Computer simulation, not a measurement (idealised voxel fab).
process module | voxel double patterning
cross-section cut | 300 nm wide | cells 5 nm
A cross-section is a grid of square cells, given in bands from the top down. A band is one or more rows of cells.
Each band's line starts with the height of the band's top and of its bottom, in nm. Then come its materials from left to right, each with its width in nm. One material with "throughout" fills the band from edge to edge. "air" is empty space.
Height 0 is the level under which the wafer as received is all one material. The lowest band goes on downwards, as in "0 down".
A width such as "30 to 40" changes by the same amount from each row of cells to the next, from the band's top row to its bottom row.
"no change" after a step means that no cell of the cross-section changed.
closed voids: empty space of 8 cells or more with no open way to the top, each as width x height at its distance from the left edge, in nm
after a step's settings: what the simulator itself notes on the step
overlay nm, on a step with a mask: how far to the right of its planned place the mask lay; to the left if negative
plan
1 op RECEIVE | material Si
2 op CONFORMAL_DEP | material SiO2 | thk nm 5
3 op DIRECTIONAL_DEP | material W | thk nm 15
4 op DIRECTIONAL_DEP | material SiCN | thk nm 10
5 op DIRECTIONAL_DEP | material aC | thk nm 15
6 op PATTERN | tone open | mask id FIRST | material resist | width nm 15 | pitch nm 50 | thk nm 30 | overlay nm 0
7 op DIRECTIONAL_ETCH | etch materials aC | depth nm 15
8 op STRIP | etch materials resist
9 op DIRECTIONAL_ETCH | etch materials SiCN | depth nm 10
10 op STRIP | etch materials aC
11 op PATTERN | tone open | mask id SECOND | material resist | width nm 15 | pitch nm 50 | thk nm 15 | overlay nm 0
12 op DIRECTIONAL_ETCH | etch materials SiCN | depth nm 10
13 op STRIP | etch materials resist
14 op DIRECTIONAL_ETCH | etch materials W | depth nm 15
15 op STRIP | etch materials SiCN
as received, after step 1
  0 down: Si throughout
  closed voids: none
a wafer at the end: this start, this plan, one mistake
  20 to 5: W 85 | air 15 | W 15 | air 15 | W 5 | air 15 | W 15 | air 15 | W 5 | air 15 | W 100
  5 to 0: SiO2 throughout
  0 down: Si throughout
  closed voids: none
what went wrong: step 6 ran as: op PATTERN | tone open | mask id FIRST | material resist | width nm 15 | pitch nm 50 | thk nm 30 | overlay nm -5
